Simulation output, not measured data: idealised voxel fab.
Process module, titled voxel trench capacitor
This is section cut - it's 260 nm across, gridded in 5 nm square cells.
Cross-section = grid of square cells, listed top down in bands; band = one or more rows.
Band entry format. Leading values: height of top, height of bottom, nm. Remainder: materials in left-to-right order, each with its width in nm. Special words: "edge to edge" on a single material, which then fills the band edge to edge; "empty", empty space.
The reference from which all heights are counted is 0, the level beneath which the as-received wafer is entirely one material; the lowest band, having no lower bound, proceeds downward and is written after the example "0 nm and below".
A width given as "30->40" starts at the first number in the band's top row and ends at the second number in its bottom row, shifting by an equal amount at every step from row to row.
The designation "all unchanged", where it is given for a processing step, indicates that no cell of the cross-section was altered in the course of that step.
Each empty space that has no open way to the top and spans at least 8 cells appears under "Catalogued sealed voids" as width x height at distance, the distance counted from the left edge, all in nm.
Past the settings on a step's line: simulator remark, on that step.
overlay nm: for a step with a mask, the amount by which the mask lay right of where it was planned; a negative amount means left of it.

-- The planned process steps are enumerated hereunder
step 1: RECEIVE: material Si
step 2: CONFORMAL_DEP: material SiN, thk nm 5
step 3: PATTERN: tone open, mask id TRENCH, material resist, width nm 15, pitch nm 30, thk nm 20, overlay nm 0
step 4: DIRECTIONAL_ETCH: etch materials SiN, depth nm 5
step 5: DIRECTIONAL_ETCH: etch materials Si, depth nm 35
step 6: STRIP: etch materials resist
step 7: CONFORMAL_DEP: material SiO2, thk nm 5
step 8: FILL_DEP: material polySi, thk nm 5
step 9: CMP: height nm 5

-- Cross-section, incoming material, after step 1
> 0 nm and below | Si edge to edge
> Catalogued sealed voids: none

-- The plan above was carried out on the starting structure above with one mistake, and this cross-section shows the wafer at the end of the module
> 5 nm to 0 nm | 90 nm polySi; 5 nm SiO2; 5 nm polySi; 5 nm SiO2; 15 nm polySi; 5 nm SiO2; 5 nm polySi; 5 nm SiO2; 15 nm polySi; 5 nm SiO2; 5 nm polySi; 5 nm SiO2; 95 nm polySi
> 0 nm to -25 nm | 90 nm Si; 5 nm SiO2; 5 nm polySi; 5 nm SiO2; 15 nm Si; 5 nm SiO2; 5 nm polySi; 5 nm SiO2; 15 nm Si; 5 nm SiO2; 5 nm polySi; 5 nm SiO2; 95 nm Si
> -25 nm to -30 nm | 90 nm Si; 15 nm SiO2; 15 nm Si; 15 nm SiO2; 15 nm Si; 15 nm SiO2; 95 nm Si
> -30 nm and below | Si edge to edge
> Catalogued sealed voids: none
Finding, execution versus plan: off-plan run, step 2, actual operation and settings CONFORMAL_DEP: material polySi, thk nm 5
